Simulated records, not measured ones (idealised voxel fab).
process module | voxel self aligned contacts
cross-section cut | 170 nm wide | cells 5 nm
A cross-section is a grid of square cells, given in bands from the top down. A band is one or more rows of cells.
Each band's line starts with the height of the band's top and of its bottom, in nm. Then come its materials from left to right, each with its width in nm. One material with "throughout" fills the band from edge to edge. "air" is empty space.
Height 0 is the level under which the wafer as received is all one material. The lowest band goes on downwards, as in "0 down".
A width such as "30 to 40" changes by the same amount from each row of cells to the next, from the band's top row to its bottom row.
"no change" after a step means that no cell of the cross-section changed.
closed voids: empty space of 8 cells or more with no open way to the top, each as width x height at its distance from the left edge, in nm
after a step's settings: what the simulator itself notes on the step
overlay nm, on a step with a mask: how far to the right of its planned place the mask lay; to the left if negative
plan
1 op RECEIVE | material Si
2 op OXIDIZE | depth nm 5
3 op DIRECTIONAL_DEP | material polySi | thk nm 20
4 op DIRECTIONAL_DEP | material SiN | thk nm 15
5 op DIRECTIONAL_DEP | material aC | thk nm 10
6 op PATTERN | tone cover | mask id GATE | material resist | width nm 35 | pitch nm 65 | thk nm 25 | overlay nm 0
7 op DIRECTIONAL_ETCH | etch materials aC | depth nm 10
8 op STRIP | etch materials resist
9 op DIRECTIONAL_ETCH | etch materials SiN | depth nm 15
10 op DIRECTIONAL_ETCH | etch materials polySi | depth nm 20
11 op STRIP | etch materials aC
12 op CONFORMAL_DEP | material SiN | thk nm 5
13 op DIRECTIONAL_ETCH | etch materials SiN | depth nm 5
14 op FILL_DEP | material SiO2 | thk nm 15
15 op CMP | height nm 40
16 op DIRECTIONAL_DEP | material aC | thk nm 15
17 op PATTERN | tone open | mask id CONTACT | material resist | width nm 40 | thk nm 30 | overlay nm 0
18 op DIRECTIONAL_ETCH | etch materials aC | depth nm 15
19 op STRIP | etch materials resist
20 op DIRECTIONAL_ETCH | etch materials SiO2 | depth nm 45
21 op STRIP | etch materials aC
22 op CONFORMAL_DEP | material TiN | thk nm 5
23 op FILL_DEP | material W | thk nm 10
24 op CMP | height nm 40
25 op CONFORMAL_DEP | material SiCN | thk nm 5
varied across the wafers: width nm of step 17. The plan shows the first wafer's value. All wafers start alike
first wafer as received, after step 1
  0 down: Si throughout
  closed voids: none
first wafer at the end, after step 25
  45 to 40: SiCN throughout
  40 to 35: SiO2 65 | TiN 15 | W 10 | TiN 15 | SiO2 65
  35 to 20: SiO2 30 | SiN 45 | TiN 5 | W 10 | TiN 5 | SiN 45 | SiO2 30
  20 to 0: SiO2 30 | SiN 5 | polySi 35 | SiN 5 | TiN 5 | W 10 | TiN 5 | SiN 5 | polySi 35 | SiN 5 | SiO2 30
  0 to -5: SiO2 75 | TiN 20 | SiO2 75
  -5 down: Si throughout
  closed voids: none
last wafer at the end
  45 to 40: SiCN throughout
  40 to 35: SiO2 55 | TiN 25 | W 10 | TiN 30 | SiO2 50
  35 to 20: SiO2 30 | SiN 45 | TiN 5 | W 10 | TiN 5 | SiN 45 | SiO2 30
  20 to 0: SiO2 30 | SiN 5 | polySi 35 | SiN 5 | TiN 5 | W 10 | TiN 5 | SiN 5 | polySi 35 | SiN 5 | SiO2 30
  0 to -5: SiO2 75 | TiN 20 | SiO2 75
  -5 down: Si throughout
  closed voids: none
each wafer at the end: cells of each material gained (+) or lost (-) since it was received, then its closed voids
width nm 40 | -34 Si | +34 SiCN | +70 SiN | +140 SiO2 | +24 TiN | +16 W | +56 polySi | closed voids: none
width nm 45 | -34 Si | +34 SiCN | +70 SiN | +139 SiO2 | +25 TiN | +16 W | +56 polySi | closed voids: none
width nm 50 | -34 Si | +34 SiCN | +70 SiN | +138 SiO2 | +26 TiN | +16 W | +56 polySi | closed voids: none
width nm 55 | -34 Si | +34 SiCN | +70 SiN | +137 SiO2 | +27 TiN | +16 W | +56 polySi | closed voids: none
width nm 60 | -34 Si | +34 SiCN | +70 SiN | +136 SiO2 | +28 TiN | +16 W | +56 polySi | closed voids: none
width nm 65 | -34 Si | +34 SiCN | +70 SiN | +135 SiO2 | +29 TiN | +16 W | +56 polySi | closed voids: none
